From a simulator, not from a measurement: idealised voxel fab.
Process module, titled voxel wiring stack
Pictured: cross-section cut, 245 nm wide, on a grid of 5 nm square cells.
Cross-section format: a grid of square cells, given as bands from top to bottom; each band is one or more rows of cells. Band: top height; bottom height; in nm. Then, left to right: material with width in nm, for each material. "throughout": a single material spanning edge to edge. "air": empty space. For the purposes of this specification, 0 denotes the height below which the wafer in its as-received condition is composed wholly of one material, and the lowermost band, lacking a lower limit, extends downward without end, as expressed in "0..down". A width such as "30->40" changes by the same amount from each row of cells to the next, from the band's top row to its bottom row. "remains unaltered" after a step means that no cell of the cross-section changed. Enclosed voids (no open way to top), threshold 8 cells or more, entry "Entrapped void list", notation width x height at distance, distance from left edge, nm. Heads up: the bit after the settings on a step's line is the simulator's remark on that step. overlay nm: mask offset rightward from planned place, masked step; negative means leftward offset.
STEPS PLANNED FOR THE PROCESS
1) op RECEIVE | material Si
2) op CONFORMAL_DEP | material SiO2 | thk nm 10
3) op CONFORMAL_DEP | material SiN | thk nm 5
4) op DIRECTIONAL_DEP | material lowk | thk nm 20
5) op PATTERN | tone open | mask id METAL_1 | material resist | width nm 30 | pitch nm 45 | thk nm 15 | overlay nm 0
6) op DIRECTIONAL_ETCH | etch materials lowk | depth nm 20
7) op DIRECTIONAL_ETCH | etch materials SiN | depth nm 5
8) op STRIP | etch materials resist
9) op CONFORMAL_DEP | material TiN | thk nm 5
10) op FILL_DEP | material Ru | thk nm 5
11) op CMP | height nm 35
12) op EPI | material Ru | thk nm 5
13) op FILL_DEP | material SiCN | thk nm 5
14) op DIRECTIONAL_DEP | material lowk | thk nm 35
15) op DIRECTIONAL_DEP | material aC | thk nm 10
16) op PATTERN | tone open | mask id METAL_2 | material resist | width nm 30 | pitch nm 45 | thk nm 25 | overlay nm 0
17) op DIRECTIONAL_ETCH | etch materials aC | depth nm 10
18) op STRIP | etch materials resist
19) op DIRECTIONAL_ETCH | etch materials lowk | depth nm 20
20) op STRIP | etch materials aC
21) op DIRECTIONAL_DEP | material aC | thk nm 10
22) op PATTERN | tone open | mask id METAL_2_HOLES | material resist | width nm 15 | thk nm 30 | overlay nm 0
23) op DIRECTIONAL_ETCH | etch materials aC | depth nm 10
24) op STRIP | etch materials resist
25) op DIRECTIONAL_ETCH | etch materials lowk | depth nm 15
26) op DIRECTIONAL_ETCH | etch materials SiCN | depth nm 5
27) op STRIP | etch materials aC
28) op CONFORMAL_DEP | material TiN | thk nm 5
29) op FILL_DEP | material Cu | thk nm 5
30) op CMP | height nm 80
31) op CONFORMAL_DEP | material SiCN | thk nm 5
WHAT FOLLOWS COVERS THE FIRST OF TWO WAFERS; IT RAN AS PLANNED
THE CROSS-SECTION HERE SHOWS THE WAFER AS RECEIVED, I.E. IN ITS STATE AFTER STEP 1
* 0..down = Si throughout
* Entrapped void list: none
SO THIS IS THE WAFER CROSS-SECTION RIGHT AFTER STEP 2
* 10..0 = SiO2 throughout
* Nothing below the height 0 has changed.
SO THIS IS THE WAFER CROSS-SECTION RIGHT AFTER STEP 3
* 15..10 = SiN throughout
* Nothing below the height 10 has changed.
SO THIS IS THE WAFER CROSS-SECTION RIGHT AFTER STEP 4
* 35..15 = lowk throughout
* Nothing below the height 15 has changed.
SO THIS IS THE WAFER CROSS-SECTION RIGHT AFTER STEP 5
* 50..35 = resist 85  air 30  resist 15  air 30  resist 85
* Nothing below the height 35 has changed.
SO THIS IS THE WAFER CROSS-SECTION RIGHT AFTER STEP 6
* 50..35 = resist 85  air 30  resist 15  air 30  resist 85
* 35..15 = lowk 85  air 30  lowk 15  air 30  lowk 85
* Nothing below the height 15 has changed.
SO THIS IS THE WAFER CROSS-SECTION RIGHT AFTER STEP 7
* 50..35 = resist 85  air 30  resist 15  air 30  resist 85
* 35..15 = lowk 85  air 30  lowk 15  air 30  lowk 85
* 15..10 = SiN 85  air 30  SiN 15  air 30  SiN 85
* Nothing below the height 10 has changed.
SO THIS IS THE WAFER CROSS-SECTION RIGHT AFTER STEP 8
* 35..15 = lowk 85  air 30  lowk 15  air 30  lowk 85
* Nothing below the height 15 has changed.
SO THIS IS THE WAFER CROSS-SECTION RIGHT AFTER STEP 9
* 40..35 = TiN 90  air 20  TiN 25  air 20  TiN 90
* 35..15 = lowk 85  TiN 5  air 20  TiN 5  lowk 15  TiN 5  air 20  TiN 5  lowk 85
* 15..10 = SiN 85  TiN 30  SiN 15  TiN 30  SiN 85
* Nothing below the height 10 has changed.
SO THIS IS THE WAFER CROSS-SECTION RIGHT AFTER STEP 10
* 45..40 = Ru throughout
* 40..35 = TiN 90  Ru 20  TiN 25  Ru 20  TiN 90
* 35..15 = lowk 85  TiN 5  Ru 20  TiN 5  lowk 15  TiN 5  Ru 20  TiN 5  lowk 85
* Nothing below the height 15 has changed.
SO THIS IS THE WAFER CROSS-SECTION RIGHT AFTER STEP 11
* 35..15 = lowk 85  TiN 5  Ru 20  TiN 5  lowk 15  TiN 5  Ru 20  TiN 5  lowk 85
* Nothing below the height 15 has changed.
SO THIS IS THE WAFER CROSS-SECTION RIGHT AFTER STEP 12
* 40..35 = air 80  Ru 40  air 5  Ru 40  air 80
* Nothing below the height 35 has changed.
SO THIS IS THE WAFER CROSS-SECTION RIGHT AFTER STEP 13
* 45..40 = SiCN throughout
* 40..35 = SiCN 80  Ru 40  SiCN 5  Ru 40  SiCN 80
* Nothing below the height 35 has changed.
SO THIS IS THE WAFER CROSS-SECTION RIGHT AFTER STEP 14
* 80..45 = lowk throughout
* Nothing below the height 45 has changed.
SO THIS IS THE WAFER CROSS-SECTION RIGHT AFTER STEP 15
* 90..80 = aC throughout
* Nothing below the height 80 has changed.
SO THIS IS THE WAFER CROSS-SECTION RIGHT AFTER STEP 16
* 115..90 = resist 85  air 30  resist 15  air 30  resist 85
* Nothing below the height 90 has changed.
SO THIS IS THE WAFER CROSS-SECTION RIGHT AFTER STEP 17
* 105..90 = resist 85  air 30  resist 15  air 30  resist 85
* 90..80 = aC 85  air 30  aC 15  air 30  aC 85
* Nothing below the height 80 has changed.
SO THIS IS THE WAFER CROSS-SECTION RIGHT AFTER STEP 18
* 90..80 = aC 85  air 30  aC 15  air 30  aC 85
* Nothing below the height 80 has changed.
SO THIS IS THE WAFER CROSS-SECTION RIGHT AFTER STEP 19
* 90..80 = aC 85  air 30  aC 15  air 30  aC 85
* 80..60 = lowk 85  air 30  lowk 15  air 30  lowk 85
* Nothing below the height 60 has changed.
SO THIS IS THE WAFER CROSS-SECTION RIGHT AFTER STEP 20
* 80..60 = lowk 85  air 30  lowk 15  air 30  lowk 85
* Nothing below the height 60 has changed.
SO THIS IS THE WAFER CROSS-SECTION RIGHT AFTER STEP 21
* 90..80 = aC 85  air 30  aC 15  air 30  aC 85
* 80..70 = lowk 85  air 30  lowk 15  air 30  lowk 85
* 70..60 = lowk 85  aC 30  lowk 15  aC 30  lowk 85
* Nothing below the height 60 has changed.
SO THIS IS THE WAFER CROSS-SECTION RIGHT AFTER STEP 22
* 120..90 = resist 85  air 15  resist 145
* 90..80 = aC 85  air 15  resist 15  aC 15  resist 30  aC 85
* 80..70 = lowk 85  air 15  resist 15  lowk 15  resist 30  lowk 85
* Nothing below the height 70 has changed.
SO THIS IS THE WAFER CROSS-SECTION RIGHT AFTER STEP 23
* 110..90 = resist 85  air 15  resist 145
* 90..80 = aC 85  air 15  resist 15  aC 15  resist 30  aC 85
* 80..70 = lowk 85  air 15  resist 15  lowk 15  resist 30  lowk 85
* 70..60 = lowk 85  air 15  aC 15  lowk 15  aC 30  lowk 85
* Nothing below the height 60 has changed.
SO THIS IS THE WAFER CROSS-SECTION RIGHT AFTER STEP 24
* 90..80 = aC 85  air 30  aC 15  air 30  aC 85
* 80..70 = lowk 85  air 30  lowk 15  air 30  lowk 85
* Nothing below the height 70 has changed.
SO THIS IS THE WAFER CROSS-SECTION RIGHT AFTER STEP 25
* 90..80 = aC 85  air 30  aC 15  air 30  aC 85
* 80..70 = lowk 85  air 30  lowk 15  air 30  lowk 85
* 70..60 = lowk 85  air 15  aC 15  lowk 15  aC 30  lowk 85
* 60..45 = lowk 85  air 15  lowk 145
* Nothing below the height 45 has changed.
SO THIS IS THE WAFER CROSS-SECTION RIGHT AFTER STEP 26
* 90..80 = aC 85  air 30  aC 15  air 30  aC 85
* 80..70 = lowk 85  air 30  lowk 15  air 30  lowk 85
* 70..60 = lowk 85  air 15  aC 15  lowk 15  aC 30  lowk 85
* 60..45 = lowk 85  air 15  lowk 145
* 45..40 = SiCN 85  air 15  SiCN 145
* Nothing below the height 40 has changed.
SO THIS IS THE WAFER CROSS-SECTION RIGHT AFTER STEP 27
* 80..60 = lowk 85  air 30  lowk 15  air 30  lowk 85
* Nothing below the height 60 has changed.
SO THIS IS THE WAFER CROSS-SECTION RIGHT AFTER STEP 28
* 85..80 = TiN 90  air 20  TiN 25  air 20  TiN 90
* 80..65 = lowk 85  TiN 5  air 20  TiN 5  lowk 15  TiN 5  air 20  TiN 5  lowk 85
* 65..60 = lowk 85  TiN 5  air 5  TiN 20  lowk 15  TiN 30  lowk 85
* 60..45 = lowk 85  TiN 5  air 5  TiN 5  lowk 145
* 45..40 = SiCN 85  TiN 15  SiCN 145
* Nothing below the height 40 has changed.
SO THIS IS THE WAFER CROSS-SECTION RIGHT AFTER STEP 29
* 90..85 = Cu throughout
* 85..80 = TiN 90  Cu 20  TiN 25  Cu 20  TiN 90
* 80..65 = lowk 85  TiN 5  Cu 20  TiN 5  lowk 15  TiN 5  Cu 20  TiN 5  lowk 85
* 65..60 = lowk 85  TiN 5  Cu 5  TiN 20  lowk 15  TiN 30  lowk 85
* 60..45 = lowk 85  TiN 5  Cu 5  TiN 5  lowk 145
* Nothing below the height 45 has changed.
SO THIS IS THE WAFER CROSS-SECTION RIGHT AFTER STEP 30
* 80..65 = lowk 85  TiN 5  Cu 20  TiN 5  lowk 15  TiN 5  Cu 20  TiN 5  lowk 85
* Nothing below the height 65 has changed.
SO THIS IS THE WAFER CROSS-SECTION RIGHT AFTER STEP 31
* 85..80 = SiCN throughout
* Nothing below the height 80 has changed.
NOW THE OTHER WAFER: SAME START, SAME RECIPE, BUT WE MESSED UP ONE THING WHEN RUNNING IT. UP TO AND INCLUDING STEP 29 IT'S THE SAME AS THE FIRST ONE
SECOND WAFER CROSS-SECTION, TAKEN AS OF THE TIME THE PLAN SETS FOR STEP 30 TO BE DONE
* 85..80 = TiN 90  Cu 20  TiN 25  Cu 20  TiN 90
* Nothing below the height 80 has changed.
SECOND WAFER CROSS-SECTION, TAKEN AS OF THE TIME THE PLAN SETS FOR STEP 31 TO BE DONE
* 90..85 = SiCN throughout
* Nothing below the height 85 has changed.
Misprocessing identified: step 30 ran with different settings than intended, the actual operation and settings being op CMP | height nm 85
Materials where the second wafer ends with more or fewer cells than the first: +8 Cu, +41 TiN
